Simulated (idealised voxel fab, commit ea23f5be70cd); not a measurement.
Process module, titled voxel transistor to metal
cross-section cut | 185 nm wide | cells 5 nm
A cross-section in this document is a grid of square cells, and it is written down as bands, the top band listed before the ones below it; a band is made up of one or more rows of cells.
Top height, bottom height, nm. Materials left to right, width each, nm. Single material + "edge to edge" = fills band edge to edge. "empty" = empty.
Convention: height 0 is the level below which the wafer, as received, is all one material. The lowest band does not terminate at the bottom but continues downward, represented as "0 -> down".
The width entry "30 to 40" should be interpreted row by row: the top row of cells in the band takes the first number, the bottom row takes the second number, and the change between adjacent rows is uniform throughout.
"remained unchanged" -> step changed no cross-section cell.
What "Trapped cavities" gives you is every empty space of 8 cells or more that is cut off from the top. Each appears as width x height at distance, with the distance taken from the left edge and width, height and distance all in nm.
Post-settings text on a step line: simulator's own remark regarding the step.
overlay nm: on a step with a mask, how far right of its planned place the mask lay; negative means left.

The following list gives the planned process steps:
- 1: op RECEIVE | material Si
- 2: op CONFORMAL_DEP | material SiO2 | thk nm 5
- 3: op CONFORMAL_DEP | material SiN | thk nm 10
- 4: op DIRECTIONAL_DEP | material aC | thk nm 10
- 5: op PATTERN | tone cover | mask id ACTIVE | material resist | width nm 100 | thk nm 25 | overlay nm 0
- 6: op DIRECTIONAL_ETCH | etch materials aC | depth nm 10
- 7: op STRIP | etch materials resist
- 8: op DIRECTIONAL_ETCH | etch materials SiN | depth nm 10
- 9: op DIRECTIONAL_ETCH | etch materials SiO2 | depth nm 5
- 10: op DIRECTIONAL_ETCH | etch materials Si | depth nm 25
- 11: op STRIP | etch materials aC
- 12: op OXIDIZE | depth nm 5
- 13: op FILL_DEP | material SiO2 | thk nm 5
- 14: op CMP | height nm 15
- 15: op SELECTIVE_ETCH | etch materials SiO2 | depth nm 5
- 16: op STRIP | etch materials SiN
- 17: op SELECTIVE_ETCH | etch materials SiO2 | depth nm 5
- 18: op OXIDIZE | depth nm 5
- 19: op DIRECTIONAL_DEP | material polySi | thk nm 30
- 20: op DIRECTIONAL_DEP | material SiCN | thk nm 15
- 21: op DIRECTIONAL_DEP | material aC | thk nm 15
- 22: op PATTERN | tone cover | mask id GATE | material resist | width nm 30 | thk nm 35 | overlay nm 0
- 23: op DIRECTIONAL_ETCH | etch materials aC | depth nm 15
- 24: op STRIP | etch materials resist
- 25: op DIRECTIONAL_ETCH | etch materials SiCN | depth nm 25
- 26: op DIRECTIONAL_ETCH | etch materials polySi | depth nm 40
- 27: op STRIP | etch materials aC
- 28: op CONFORMAL_DEP | material SiN | thk nm 5
- 29: op DIRECTIONAL_ETCH | etch materials SiN | depth nm 5
- 30: op DIRECTIONAL_ETCH | etch materials SiO2 | depth nm 5
- 31: op DIRECTIONAL_ETCH | etch materials Si | depth nm 10
- 32: op EPI | material SiGe | thk nm 10
- 33: op FILL_DEP | material SiO2 | thk nm 5
- 34: op CMP | height nm 30
- 35: op STRIP | etch materials polySi
- 36: op SELECTIVE_ETCH | etch materials SiO2 | depth nm 5
- 37: op CONFORMAL_DEP | material HfO2 | thk nm 5
- 38: op CONFORMAL_DEP | material TiN | thk nm 5
- 39: op FILL_DEP | material W | thk nm 5
- 40: op CMP | height nm 25
- 41: op DIRECTIONAL_DEP | material SiO2 | thk nm 15
- 42: op PATTERN | tone open | mask id CONTACT | material resist | width nm 15 | pitch nm 75 | thk nm 20 | overlay nm 0
- 43: op DIRECTIONAL_ETCH | etch materials SiO2 | depth nm 45
- 44: op STRIP | etch materials resist
- 45: op CONFORMAL_DEP | material TiN | thk nm 5
- 46: op FILL_DEP | material W | thk nm 10
- 47: op CMP | height nm 40
- 48: op CONFORMAL_DEP | material SiCN | thk nm 5
- 49: op DIRECTIONAL_DEP | material lowk | thk nm 15
- 50: op MASKED_ETCH | tone open | mask id METAL_1 | width nm 15 | pitch nm 75 | etch materials lowk | depth nm 15 | overlay nm 0
- 51: op MASKED_ETCH | tone open | mask id METAL_1 | width nm 15 | pitch nm 75 | etch materials SiCN | depth nm 5 | overlay nm 0
- 52: op CONFORMAL_DEP | material TiN | thk nm 5
- 53: op FILL_DEP | material Cu | thk nm 5
- 54: op CMP | height nm 60
- 55: op CONFORMAL_DEP | material SiCN | thk nm 5
- 56: op DIRECTIONAL_DEP | material lowk | thk nm 35
- 57: op DIRECTIONAL_DEP | material aC | thk nm 10
- 58: op PATTERN | tone open | mask id METAL_2 | material resist | width nm 15 | pitch nm 75 | thk nm 25 | overlay nm 0
- 59: op DIRECTIONAL_ETCH | etch materials aC | depth nm 10
- 60: op STRIP | etch materials resist
- 61: op DIRECTIONAL_ETCH | etch materials lowk | depth nm 20
- 62: op STRIP | etch materials aC
- 63: op DIRECTIONAL_DEP | material aC | thk nm 15
- 64: op PATTERN | tone open | mask id METAL_2_HOLES | material resist | width nm 15 | pitch nm 75 | thk nm 30 | overlay nm 0
- 65: op DIRECTIONAL_ETCH | etch materials aC | depth nm 15
- 66: op STRIP | etch materials resist
- 67: op DIRECTIONAL_ETCH | etch materials lowk | depth nm 15
- 68: op DIRECTIONAL_ETCH | etch materials SiCN | depth nm 5
- 69: op STRIP | etch materials aC
- 70: op CONFORMAL_DEP | material TiN | thk nm 5
- 71: op FILL_DEP | material Cu | thk nm 10
- 72: op CMP | height nm 100
- 73: op CONFORMAL_DEP | material SiCN | thk nm 5

As-received state of the wafer in cross-section, equivalent to post-step 1:
- 0 -> down = Si edge to edge
- Trapped cavities: none

Sectioned view, first of two wafers, at the close of the module, processed as intended in the plan:
- 105 -> 100 = SiCN edge to edge
- 100 -> 65 = lowk (45), then TiN (5), then Cu (5), then TiN (5), then lowk (60), then TiN (5), then Cu (5), then TiN (5), then lowk (50)
- 65 -> 60 = SiCN (45), then TiN (15), then SiCN (60), then TiN (15), then SiCN (50)
- 60 -> 45 = lowk (45), then TiN (5), then Cu (5), then TiN (5), then lowk (60), then TiN (5), then Cu (5), then TiN (5), then lowk (50)
- 45 -> 40 = SiCN (45), then TiN (15), then SiCN (60), then TiN (15), then SiCN (50)
- 40 -> 25 = SiO2 (45), then TiN (5), then W (5), then TiN (5), then SiO2 (60), then TiN (5), then W (5), then TiN (5), then SiO2 (50)
- 25 -> 5 = SiO2 (45), then TiN (5), then W (5), then TiN (5), then SiO2 (10), then SiN (5), then HfO2 (5), then TiN (5), then W (10), then TiN (5), then HfO2 (5), then SiN (5), then SiO2 (10), then TiN (5), then W (5), then TiN (5), then SiO2 (50)
- 5 -> 0 = SiO2 (35), then SiN (5), then SiO2 (5), then TiN (5), then W (5), then TiN (5), then SiGe (10), then SiN (5), then HfO2 (5), then TiN (20), then HfO2 (5), then SiN (5), then SiGe (10), then TiN (5), then W (5), then TiN (5), then SiO2 (5), then SiN (5), then SiO2 (40)
- 0 -> -5 = SiO2 (45), then TiN (15), then SiGe (10), then HfO2 (40), then SiGe (10), then TiN (15), then SiO2 (50)
- -5 -> -15 = SiO2 (45), then SiGe (25), then Si (40), then SiGe (25), then SiO2 (50)
- -15 -> -30 = SiO2 (45), then Si (90), then SiO2 (50)
- -30 -> down = Si edge to edge
- Trapped cavities: none

Cross-sectional view of the second of two wafers upon completion of the module. This wafer shared its starting condition and process plan with the first; one error was made during its execution:
- 105 -> 100 = SiCN edge to edge
- 100 -> 65 = lowk (45), then TiN (5), then Cu (5), then TiN (5), then lowk (60), then TiN (5), then Cu (5), then TiN (5), then lowk (50)
- 65 -> 60 = SiCN (45), then TiN (15), then SiCN (60), then TiN (15), then SiCN (50)
- 60 -> 45 = lowk (45), then TiN (5), then Cu (5), then TiN (5), then lowk (60), then TiN (5), then Cu (5), then TiN (5), then lowk (50)
- 45 -> 40 = SiCN (45), then TiN (15), then SiCN (60), then TiN (15), then SiCN (50)
- 40 -> 25 = SiO2 (45), then TiN (5), then W (5), then TiN (5), then SiO2 (60), then TiN (5), then W (5), then TiN (5), then SiO2 (50)
- 25 -> 15 = SiO2 (45), then TiN (5), then W (5), then TiN (5), then SiO2 (10), then SiN (5), then HfO2 (5), then TiN (5), then W (10), then TiN (5), then HfO2 (5), then SiN (5), then SiO2 (10), then TiN (5), then W (5), then TiN (5), then SiO2 (50)
- 15 -> 10 = SiO2 (45), then TiN (15), then SiO2 (10), then SiN (5), then HfO2 (5), then TiN (5), then W (10), then TiN (5), then HfO2 (5), then SiN (5), then SiO2 (10), then TiN (15), then SiO2 (50)
- 10 -> 5 = SiO2 (70), then SiN (5), then HfO2 (5), then TiN (5), then W (10), then TiN (5), then HfO2 (5), then SiN (5), then SiO2 (75)
- 5 -> 0 = SiO2 (35), then SiN (5), then SiO2 (20), then SiGe (10), then SiN (5), then HfO2 (5), then TiN (20), then HfO2 (5), then SiN (5), then SiGe (10), then SiO2 (20), then SiN (5), then SiO2 (40)
- 0 -> -5 = SiO2 (60), then SiGe (10), then HfO2 (40), then SiGe (10), then SiO2 (65)
- -5 -> -15 = SiO2 (45), then SiGe (25), then Si (40), then SiGe (25), then SiO2 (50)
- -15 -> -30 = SiO2 (45), then Si (90), then SiO2 (50)
- -30 -> down = Si edge to edge
- Trapped cavities: none
Misprocessing identified: twice, step 41 of the plan was run
Final tally in cells, some materials are higher or lower on the second wafer than on the first: +18 SiO2 | -12 TiN | -6 W
